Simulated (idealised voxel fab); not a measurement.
The document below concerns the process module designated voxel tone inversion.
It is cross-section cut that appears here, measuring 210 nm in width, its square cells being 5 nm in size.
Notation: cross-section as square-cell grid; stated in bands, top first, going down; one or more cell rows per band.
Basically the band line says how high the top is and how high the bottom is, in nm, and then what's in it from left to right, every material with its width in nm. Empty space shows up as "air", and if a single material carries "full width" it runs the full band edge to edge.
Counting heights begins at 0, where everything beneath is, in the wafer as received, one material. The lowest band has no bottom; it goes on downwards, as "from 0 down" shows.
Think of "30 to 40" as a width that walks from the first number to the second as you go down the band, top row to bottom row, taking equal-sized steps from row to row.
What does "no modification" mean for a step? It means no cell of the cross-section changed in that step.
"Closed void inventory" lists enclosed empty spaces (at least 8 cells, no open path upward to the top), each as width x height at distance from the left edge, in nm.
What comes after the settings on a step's line is commentary from the simulator itself on that step.
The "overlay nm" setting may appear on a step's line; for a step that uses a mask, it gives how far to the right of its planned position the mask lay, and a negative value indicates the left.
-- Here's what the planned process steps look like
step 1: RECEIVE | material Si
step 2: CONFORMAL_DEP | material SiN | thk nm 10
step 3: DIRECTIONAL_DEP | material aC | thk nm 25
step 4: PATTERN | tone cover | mask id POSTS | material resist | width nm 15 | pitch nm 45 | thk nm 30 | overlay nm 0
step 5: DIRECTIONAL_ETCH | etch materials aC | depth nm 25
step 6: STRIP | etch materials resist
step 7: FILL_DEP | material lowk | thk nm 5
step 8: CMP | height nm 35
step 9: STRIP | etch materials aC
-- Below: the first of two wafers, run as planned
-- As received (post step 1): cross-section
  from 0 down: Si full width
  Closed void inventory: none
-- Step 2 done - wafer cross-section
  from 10 to 0: SiN full width
  Below 0, the layers are the same as they were.
-- Step 3 done - wafer cross-section
  from 35 to 10: aC full width
  Below 10, the layers are the same as they were.
-- Step 4 done - wafer cross-section
  from 65 to 35: air 75 nm | resist 15 nm | air 30 nm | resist 15 nm | air 75 nm
  Below 35, the layers are the same as they were.
-- Step 5 done - wafer cross-section
  from 40 to 35: air 75 nm | resist 15 nm | air 30 nm | resist 15 nm | air 75 nm
  from 35 to 10: air 75 nm | aC 15 nm | air 30 nm | aC 15 nm | air 75 nm
  Below 10, the layers are the same as they were.
-- Step 6 done - wafer cross-section
  from 35 to 10: air 75 nm | aC 15 nm | air 30 nm | aC 15 nm | air 75 nm
  Below 10, the layers are the same as they were.
-- Step 7 done - wafer cross-section
  from 40 to 35: lowk full width
  from 35 to 10: lowk 75 nm | aC 15 nm | lowk 30 nm | aC 15 nm | lowk 75 nm
  Below 10, the layers are the same as they were.
-- Step 8 done - wafer cross-section
  from 35 to 10: lowk 75 nm | aC 15 nm | lowk 30 nm | aC 15 nm | lowk 75 nm
  Below 10, the layers are the same as they were.
-- Step 9 done - wafer cross-section
  from 35 to 10: lowk 75 nm | air 15 nm | lowk 30 nm | air 15 nm | lowk 75 nm
  Below 10, the layers are the same as they were.
-- Wafer two. Identical start, identical plan. One mistake in execution. Identical history through step 1
-- The second wafer cut through, at the time step 2 was supposed to be finished
  from 25 to 0: aC full width
  Below 0, the layers are the same as they were.
-- The second wafer cut through, at the time step 3 was supposed to be finished
  from 35 to 25: SiN full width
  Below 25, the layers are the same as they were.
-- The second wafer cut through, at the time step 4 was supposed to be finished
  from 65 to 35: air 75 nm | resist 15 nm | air 30 nm | resist 15 nm | air 75 nm
  Below 35, the layers are the same as they were.
-- The second wafer cut through, at the time step 5 was supposed to be finished
  from 40 to 35: air 75 nm | resist 15 nm | air 30 nm | resist 15 nm | air 75 nm
  Below 35, the layers are the same as they were.
-- The second wafer cut through, at the time step 6 was supposed to be finished
  from 35 to 25: SiN full width
  Below 25, the layers are the same as they were.
-- The second wafer cut through, at the time step 7 was supposed to be finished
  from 40 to 35: lowk full width
  Below 35, the layers are the same as they were.
-- The second wafer cut through, at the time step 8 was supposed to be finished
  from 35 to 25: SiN full width
  Below 25, the layers are the same as they were.
The second wafer cut through, at the time step 9 was supposed to be finished: no modification
Run error: contrary to the plan, steps 2 and 3 were processed in exchanged order
Wafer comparison, final, in cells, second relative to first, materials more or fewer: aC: 210 more, lowk: 180 fewer
